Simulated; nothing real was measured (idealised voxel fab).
voxel lift off: a process module
The cross-section on display is named cut; it measures 300 nm wide, and its cells are 5 nm squares.
The cross-sections in this document take the form of a grid made of square cells. They are written out as bands, in order from top to bottom. Each band consists of one or more rows of cells. Per band: top height and bottom height in nm, followed by the left-to-right materials and their widths in nm; "full width" marks a single material spanning edge to edge, "empty" marks empty space. Heights are reckoned from 0. Under this level, the received wafer is all of one material. The bottommost band is open-ended downward, for example "0..down". A two-number width, for instance "30->40", indicates that the width is equal to the first number in the top row of the band and to the second number in the bottom row, and that it changes by a constant amount per row of cells. No cell of the cross-section changed in a step that is given as "remained the same". The entry "Trapped cavities" lists the empty spaces that cover at least 8 cells and have no open path to the top. Each is written as width x height at distance, where the distance is measured from the left edge and all three values are in nm. Anything after a step's settings on that line? It's the simulator's own note about the step. overlay nm: how far to the right of its planned place the mask lay on this masked step (negative: to the left).

### Below is the list of planned process steps
1 RECEIVE (material Si)
2 CONFORMAL_DEP (material SiN; thk nm 15)
3 PATTERN (tone open; mask id LINES; material resist; width nm 15; pitch nm 30; thk nm 30; overlay nm 0)
4 DIRECTIONAL_DEP (material Ru; thk nm 15)
5 STRIP (etch materials resist)
6 CONFORMAL_DEP (material SiCN; thk nm 5)

### Below: the first of two wafers, run as planned

### Cross-section: wafer on arrival = after step 1
> 0..down: Si full width
> Trapped cavities: none

### Presented here is a cross-section of the wafer after step 2 has been performed
> 15..0: SiN full width
> Rest of section, below 0: as before.

### Presented here is a cross-section of the wafer after step 3 has been performed
> 45..15: 125 of resist | 15 of empty | 15 of resist | 15 of empty | 130 of resist
> Rest of section, below 15: as before.

### Presented here is a cross-section of the wafer after step 4 has been performed
> 60..45: 125 of Ru | 15 of empty | 15 of Ru | 15 of empty | 130 of Ru
> 45..30: 125 of resist | 15 of empty | 15 of resist | 15 of empty | 130 of resist
> 30..15: 125 of resist | 15 of Ru | 15 of resist | 15 of Ru | 130 of resist
> Rest of section, below 15: as before.

### Presented here is a cross-section of the wafer after step 5 has been performed
> 30..15: 125 of empty | 15 of Ru | 15 of empty | 15 of Ru | 130 of empty
> Rest of section, below 15: as before.

### Presented here is a cross-section of the wafer after step 6 has been performed
> 35..30: 120 of empty | 25 of SiCN | 5 of empty | 25 of SiCN | 125 of empty
> 30..20: 120 of empty | 5 of SiCN | 15 of Ru | 5 of SiCN | 5 of empty | 5 of SiCN | 15 of Ru | 5 of SiCN | 125 of empty
> 20..15: 125 of SiCN | 15 of Ru | 15 of SiCN | 15 of Ru | 130 of SiCN
> Rest of section, below 15: as before.

### Second wafer: same start and same plan as the first, one execution error; identical to the first through step 3

### Cross-sectional representation of the second wafer at the time designated in the plan for the completion of step 4
> 65..45: 125 of Ru | 15 of empty | 15 of Ru | 15 of empty | 130 of Ru
> 45..35: 125 of resist | 15 of empty | 15 of resist | 15 of empty | 130 of resist
> 35..15: 125 of resist | 15 of Ru | 15 of resist | 15 of Ru | 130 of resist
> Rest of section, below 15: as before.

### Cross-sectional representation of the second wafer at the time designated in the plan for the completion of step 5
> 35..15: 125 of empty | 15 of Ru | 15 of empty | 15 of Ru | 130 of empty
> Rest of section, below 15: as before.

### Cross-sectional representation of the second wafer at the time designated in the plan for the completion of step 6
> 40..35: 120 of empty | 25 of SiCN | 5 of empty | 25 of SiCN | 125 of empty
> 35..20: 120 of empty | 5 of SiCN | 15 of Ru | 5 of SiCN | 5 of empty | 5 of SiCN | 15 of Ru | 5 of SiCN | 125 of empty
> 20..15: 125 of SiCN | 15 of Ru | 15 of SiCN | 15 of Ru | 130 of SiCN
> Rest of section, below 15: as before.
Want to know what went wrong? planned and actual differ for step 4; actual: DIRECTIONAL_DEP (material Ru; thk nm 20)
Upon completion, the second wafer contains, in terms of cells, a greater or smaller amount of certain materials than the first wafer: Ru: 6 more, SiCN: 4 more
